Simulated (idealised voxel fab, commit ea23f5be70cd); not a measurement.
Presented below is a process module, voxel fin reveal.
Square cells of 5 nm make up the cross-section cut, whose width is 190 nm.
Cross-section spec: square-cell grid; bands listed top down; each band is one or more rows. Band: top and bottom heights (nm) first, top before bottom; then materials from left to right, widths in nm. "throughout" marks a sole material filling the band edge to edge. "blank" denotes empty space. Note: height 0 marks the level under which the wafer is uniformly one material as received. Lowest band unbounded below, written "0..down". Width: "30 to 40" (first number = top row, second number = bottom row, same change from row to row of cells). "no change" after a step means that no cell of the cross-section changed. "Catalogued sealed voids" specifies each empty space that is not open to the top and that occupies no fewer than 8 cells, using the form width x height at distance, the distance measured from the left edge and all three quantities in nm. after a step's settings: what the simulator itself notes on the step. Steps that use a mask can have "overlay nm" on their line. It says how far the mask sat to the right of where it was meant to be. Negative means to the left.
### Planned step list for the process
1) RECEIVE | material Si
2) CONFORMAL_DEP | material SiN | thk nm 5
3) MASKED_ETCH | tone cover | mask id FINS | width nm 15 | pitch nm 45 | etch materials SiN | depth nm 5 | overlay nm 0
4) MASKED_ETCH | tone cover | mask id FINS | width nm 15 | pitch nm 45 | etch materials Si | depth nm 40 | overlay nm -15
5) FILL_DEP | material SiO2 | thk nm 15
6) CMP | height nm 5
7) SELECTIVE_ETCH | etch materials SiO2 | depth nm 35
8) STRIP | etch materials SiN
varied across the wafers: overlay nm of step 4. The plan shows the first wafer's value. All wafers start alike
### Received condition of the first of several wafers, sectioned: post-step 1
	0..down = Si throughout
	Catalogued sealed voids: none
### Once step 8, the last step, is complete, the module is at its end; this is the cross-section of the first of several wafers
	0..-30 = blank (50) / Si (30) / blank (15) / Si (30) / blank (65)
	-30..-40 = SiO2 (50) / Si (30) / SiO2 (15) / Si (30) / SiO2 (65)
	-40..down = Si throughout
	Catalogued sealed voids: none
### Cross-section of the final wafer among several, taken at the end of the module
	0..-30 = blank (65) / Si (30) / blank (15) / Si (30) / blank (50)
	-30..-40 = SiO2 (65) / Si (30) / SiO2 (15) / Si (30) / SiO2 (50)
	-40..down = Si throughout
	Catalogued sealed voids: none
### Tabulated below, wafer by wafer, are the end-of-module results: for each material, the number of cells gained (+) or lost (-) relative to the as-received state, followed by the closed voids
overlay nm -15, -208 Si, +52 SiO2, Catalogued sealed voids: none
overlay nm -10, -224 Si, +56 SiO2, Catalogued sealed voids: none
overlay nm -5, -240 Si, +60 SiO2, Catalogued sealed voids: none
overlay nm 0, -256 Si, +64 SiO2, Catalogued sealed voids: none
overlay nm 5, -240 Si, +60 SiO2, Catalogued sealed voids: none
overlay nm 10, -224 Si, +56 SiO2, Catalogued sealed voids: none
overlay nm 15, -208 Si, +52 SiO2, Catalogued sealed voids: none
